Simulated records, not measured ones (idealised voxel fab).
process module | voxel self aligned vias
The cross-section shown here is cut; it is 275 nm wide and divided into square cells measuring 5 nm on a side.
Square cells in a grid make up a cross-section in this document, and the grid is given as bands, listed from the top down, each one or more rows of cells. It is stipulated that each band's entry specify, in nanometres, the height of the top of the band and then that of its bottom, followed by the materials of the band in left-to-right sequence, each together with its width in nanometres. A single material marked by the word "throughout" is understood to fill the band from edge to edge; the word "empty" is understood to denote empty space. Heights are expressed relative to 0, this being the level below which the as-received wafer comprises one material exclusively. The lowest band is unbounded in the downward direction and is denoted as in "0..down". A two-number width, for instance "30..40", indicates that the width is equal to the first number in the top row of the band and to the second number in the bottom row, and that it changes by a constant amount per row of cells. It should be understood that the words "no alteration", when stated for a given step, signify that the cross-section underwent no change in any of its cells during that step. "Entrapped void list": sealed empty spaces, 8 cells or more, no open way to top, listed width x height at distance, with distance from the left edge and width, height and distance in nm. Step line, after settings: the simulator's comment on this step. overlay nm: right-of-plan distance of the mask on a masked step; negative values mean left-of-plan.
LISTED BELOW ARE THE PROCESS STEPS AS PLANNED
| 1 | RECEIVE (material Si) |
| 2 | CONFORMAL_DEP (material SiO2; thk nm 15) |
| 3 | CONFORMAL_DEP (material SiCN; thk nm 5) |
| 4 | DIRECTIONAL_DEP (material SiO2; thk nm 20) |
| 5 | MASKED_ETCH (tone open; mask id LINES; width nm 30; pitch nm 55; etch materials SiO2; depth nm 20; overlay nm 0) |
| 6 | CONFORMAL_DEP (material TiN; thk nm 5) |
| 7 | FILL_DEP (material Ru; thk nm 10) |
| 8 | CMP (height nm 40) |
| 9 | SELECTIVE_ETCH (etch materials W Ru TiN; depth nm 10) |
| 10 | FILL_DEP (material SiN; thk nm 10) |
| 11 | CMP (height nm 40) |
| 12 | DIRECTIONAL_DEP (material SiO2; thk nm 20) |
| 13 | PATTERN (tone open; mask id VIAS; material resist; width nm 40; pitch nm 110; thk nm 20; overlay nm 0) |
| 14 | DIRECTIONAL_ETCH (etch materials SiO2; depth nm 20) |
| 15 | DIRECTIONAL_ETCH (etch materials SiN; depth nm 10) |
| 16 | STRIP (etch materials resist) |
| 17 | CONFORMAL_DEP (material TiN; thk nm 5) |
| 18 | FILL_DEP (material W; thk nm 5) |
| 19 | CMP (height nm 60) |
| 20 | CONFORMAL_DEP (material SiCN; thk nm 5) |
CROSS-SECTION OF THE WAFER UPON ARRIVAL, REPRESENTING THE STATE REACHED AFTER STEP 1
* 0..down | Si throughout
* Entrapped void list: none
ONE MISTAKE IN RUNNING THE MODULE, OTHERWISE START AND PLAN AS ABOVE: CROSS-SECTION AT THE END
* 65..60 | SiCN throughout
* 60..45 | 60 of SiO2; 5 of TiN; 30 of W; 5 of TiN; 70 of SiO2; 5 of TiN; 30 of W; 5 of TiN; 65 of SiO2
* 45..40 | 60 of SiO2; 40 of TiN; 70 of SiO2; 40 of TiN; 65 of SiO2
* 40..30 | 60 of SiN; 5 of TiN; 30 of SiO2; 5 of TiN; 20 of SiN; 30 of SiO2; 20 of SiN; 5 of TiN; 30 of SiO2; 5 of TiN; 65 of SiN
* 30..25 | 60 of Ru; 5 of TiN; 30 of SiO2; 5 of TiN; 15 of Ru; 5 of TiN; 30 of SiO2; 5 of TiN; 15 of Ru; 5 of TiN; 30 of SiO2; 5 of TiN; 65 of Ru
* 25..20 | 65 of TiN; 30 of SiO2; 25 of TiN; 30 of SiO2; 25 of TiN; 30 of SiO2; 70 of TiN
* 20..15 | SiCN throughout
* 15..0 | SiO2 throughout
* 0..down | Si throughout
* Entrapped void list: none
Against the plan, the run slipped here: step 5 did not happen as planned, as run it was MASKED_ETCH (tone cover; mask id LINES; width nm 30; pitch nm 55; etch materials SiO2; depth nm 20; overlay nm 0)
